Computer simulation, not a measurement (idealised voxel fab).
Process module, titled voxel double patterning
For reference, the cross-section in this document is cut, with width 195 nm and square cells of 5 nm.
Reading order for cross-sections: top band down to bottom band. Underlying form: a grid of square cells. Band size: one or more rows of cells. This entry defines a band. It first specifies the height of the band's top and the height of its bottom in nm, and then specifies the band's materials from left to right, stating each material with its width in nm. The word "edge to edge" identifies a single material that fills the band from edge to edge, while the word "empty" identifies empty space. We count height from 0. Below that, the starting wafer is all one material. The lowest band never ends at the bottom but goes on down; see "0 nm and below" for how that is written. The notation "30->40" denotes a width that varies across the rows of cells in the band, beginning at the first number in the top row, finishing at the second number in the bottom row, and changing by an identical amount from each row to the next. A step reported as "same as before" is a step in which no cell of the cross-section changed. Under "closed voids" you'll find the enclosed gaps, the ones with no way out to the top, that are 8 cells or bigger; each reads width x height at distance, with distance counted from the left edge, everything in nm. On a step's line, text after the settings is the simulator commenting on that step. "overlay nm" denotes, for a step that has a mask, the displacement of the mask to the right of its planned place, with negative values corresponding to the left.

# The planned process steps are enumerated hereunder
step 1: RECEIVE (material Si)
step 2: CONFORMAL_DEP (material SiO2; thk nm 5)
step 3: DIRECTIONAL_DEP (material polySi; thk nm 10)
step 4: DIRECTIONAL_DEP (material SiCN; thk nm 10)
step 5: MASKED_ETCH (tone open; mask id FIRST; width nm 15; pitch nm 50; etch materials SiCN; depth nm 10; overlay nm 0)
step 6: PATTERN (tone open; mask id SECOND; material resist; width nm 15; thk nm 15; overlay nm 0)
step 7: DIRECTIONAL_ETCH (etch materials SiCN; depth nm 10)
step 8: STRIP (etch materials resist)
step 9: DIRECTIONAL_ETCH (etch materials polySi; depth nm 10)
step 10: STRIP (etch materials SiCN)

# First of two wafers - as planned

# Cross-section of the wafer at receipt, which is the condition after step 1
	0 nm and below  Si edge to edge
	closed voids: none

# Upon completion of step 2, the wafer appears in cross-section as shown
	5 nm to 0 nm  SiO2 edge to edge
	At heights below 0, the structure remains unaltered.

# Upon completion of step 3, the wafer appears in cross-section as shown
	15 nm to 5 nm  polySi edge to edge
	At heights below 5, the structure remains unaltered.

# Upon completion of step 4, the wafer appears in cross-section as shown
	25 nm to 15 nm  SiCN edge to edge
	At heights below 15, the structure remains unaltered.

# Upon completion of step 5, the wafer appears in cross-section as shown
	25 nm to 15 nm  SiCN=65 / empty=15 / SiCN=35 / empty=15 / SiCN=65
	At heights below 15, the structure remains unaltered.

# Upon completion of step 6, the wafer appears in cross-section as shown
	40 nm to 25 nm  resist=90 / empty=15 / resist=90
	25 nm to 15 nm  SiCN=65 / resist=15 / SiCN=35 / resist=15 / SiCN=65
	At heights below 15, the structure remains unaltered.

# Upon completion of step 7, the wafer appears in cross-section as shown
	40 nm to 25 nm  resist=90 / empty=15 / resist=90
	25 nm to 15 nm  SiCN=65 / resist=15 / SiCN=10 / empty=15 / SiCN=10 / resist=15 / SiCN=65
	At heights below 15, the structure remains unaltered.

# Upon completion of step 8, the wafer appears in cross-section as shown
	25 nm to 15 nm  SiCN=65 / empty=15 / SiCN=10 / empty=15 / SiCN=10 / empty=15 / SiCN=65
	At heights below 15, the structure remains unaltered.

# Upon completion of step 9, the wafer appears in cross-section as shown
	25 nm to 15 nm  SiCN=65 / empty=15 / SiCN=10 / empty=15 / SiCN=10 / empty=15 / SiCN=65
	15 nm to 5 nm  polySi=65 / empty=15 / polySi=10 / empty=15 / polySi=10 / empty=15 / polySi=65
	At heights below 5, the structure remains unaltered.

# Upon completion of step 10, the wafer appears in cross-section as shown
	15 nm to 5 nm  polySi=65 / empty=15 / polySi=10 / empty=15 / polySi=10 / empty=15 / polySi=65
	At heights below 5, the structure remains unaltered.

# Wafer two. Same start, same plan, one slip in execution. Same as wafer one through step 4, inclusive

# At the planned end of step 5, the second wafer in cross-section
	25 nm to 15 nm  empty=65 / SiCN=15 / empty=35 / SiCN=15 / empty=65
	At heights below 15, the structure remains unaltered.

# At the planned end of step 6, the second wafer in cross-section
	40 nm to 25 nm  resist=90 / empty=15 / resist=90
	25 nm to 15 nm  resist=65 / SiCN=15 / resist=10 / empty=15 / resist=10 / SiCN=15 / resist=65
	At heights below 15, the structure remains unaltered.

At the planned end of step 7, the second wafer in cross-section: same as before

# At the planned end of step 8, the second wafer in cross-section
	25 nm to 15 nm  empty=65 / SiCN=15 / empty=35 / SiCN=15 / empty=65
	At heights below 15, the structure remains unaltered.

# At the planned end of step 9, the second wafer in cross-section
	25 nm to 15 nm  empty=65 / SiCN=15 / empty=35 / SiCN=15 / empty=65
	15 nm to 5 nm  empty=65 / polySi=15 / empty=35 / polySi=15 / empty=65
	At heights below 5, the structure remains unaltered.

# At the planned end of step 10, the second wafer in cross-section
	15 nm to 5 nm  empty=65 / polySi=15 / empty=35 / polySi=15 / empty=65
	At heights below 5, the structure remains unaltered.
Heads up, the wafer didn't run the way we planned it: step 5 did not use the planned setting and instead ran as MASKED_ETCH (tone cover; mask id FIRST; width nm 15; pitch nm 50; etch materials SiCN; depth nm 10; overlay nm 0)
The closing comparison, in cells, has the second wafer with more or fewer of some materials than the first: 48 fewer of polySi
